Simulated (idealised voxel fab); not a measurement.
process module | voxel self aligned vias
cross-section cut | 145 nm wide | cells 5 nm
A cross-section is a grid of square cells, given in bands from the top down. A band is one or more rows of cells.
Each band's line starts with the height of the band's top and of its bottom, in nm. Then come its materials from left to right, each with its width in nm. One material with "throughout" fills the band from edge to edge. "air" is empty space.
Height 0 is the level under which the wafer as received is all one material. The lowest band goes on downwards, as in "0 down".
A width such as "30 to 40" changes by the same amount from each row of cells to the next, from the band's top row to its bottom row.
"no change" after a step means that no cell of the cross-section changed.
closed voids: empty space of 8 cells or more with no open way to the top, each as width x height at its distance from the left edge, in nm
after a step's settings: what the simulator itself notes on the step
overlay nm, on a step with a mask: how far to the right of its planned place the mask lay; to the left if negative
plan
1 op RECEIVE | material Si
2 op CONFORMAL_DEP | material SiO2 | thk nm 15
3 op CONFORMAL_DEP | material SiCN | thk nm 5
4 op DIRECTIONAL_DEP | material SiO2 | thk nm 25
5 op DIRECTIONAL_DEP | material aC | thk nm 15
6 op PATTERN | tone open | mask id LINES | material resist | width nm 30 | pitch nm 60 | thk nm 35 | overlay nm 0
7 op DIRECTIONAL_ETCH | etch materials aC | depth nm 15
8 op STRIP | etch materials resist
9 op DIRECTIONAL_ETCH | etch materials SiO2 | depth nm 25
10 op STRIP | etch materials aC
11 op CONFORMAL_DEP | material TiN | thk nm 5
12 op FILL_DEP | material Ru | thk nm 5
13 op CMP | height nm 45
14 op SELECTIVE_ETCH | etch materials W Ru TiN | depth nm 5
15 op FILL_DEP | material SiN | thk nm 5
16 op CMP | height nm 45
17 op DIRECTIONAL_DEP | material SiO2 | thk nm 15
18 op MASKED_ETCH | tone open | mask id VIAS | width nm 40 | etch materials SiO2 | depth nm 5 | overlay nm 0
19 op MASKED_ETCH | tone open | mask id VIAS | width nm 40 | etch materials SiN | depth nm 5 | overlay nm 0
20 op CONFORMAL_DEP | material TiN | thk nm 5
21 op FILL_DEP | material Cu | thk nm 5
22 op CMP | height nm 60
23 op CONFORMAL_DEP | material SiN | thk nm 5
varied across the wafers: depth nm of step 18. The plan shows the first wafer's value. All wafers start alike
first wafer as received, after step 1
  0 down: Si throughout
  closed voids: none
each wafer at the end: cells of each material gained (+) or lost (-) since it was received, then its closed voids
depth nm 5 | +24 Ru | +29 SiCN | +41 SiN | +251 SiO2 | +32 TiN | closed voids: none
depth nm 10 | +6 Cu | +24 Ru | +29 SiCN | +41 SiN | +243 SiO2 | +34 TiN | closed voids: none
depth nm 15 | +16 Cu | +24 Ru | +29 SiCN | +35 SiN | +235 SiO2 | +38 TiN | closed voids: none
depth nm 20 | +18 Cu | +24 Ru | +29 SiCN | +35 SiN | +233 SiO2 | +38 TiN | closed voids: none
depth nm 25 | +18 Cu | +24 Ru | +29 SiCN | +35 SiN | +231 SiO2 | +40 TiN | closed voids: none
depth nm 30 | +18 Cu | +24 Ru | +29 SiCN | +35 SiN | +229 SiO2 | +42 TiN | closed voids: none
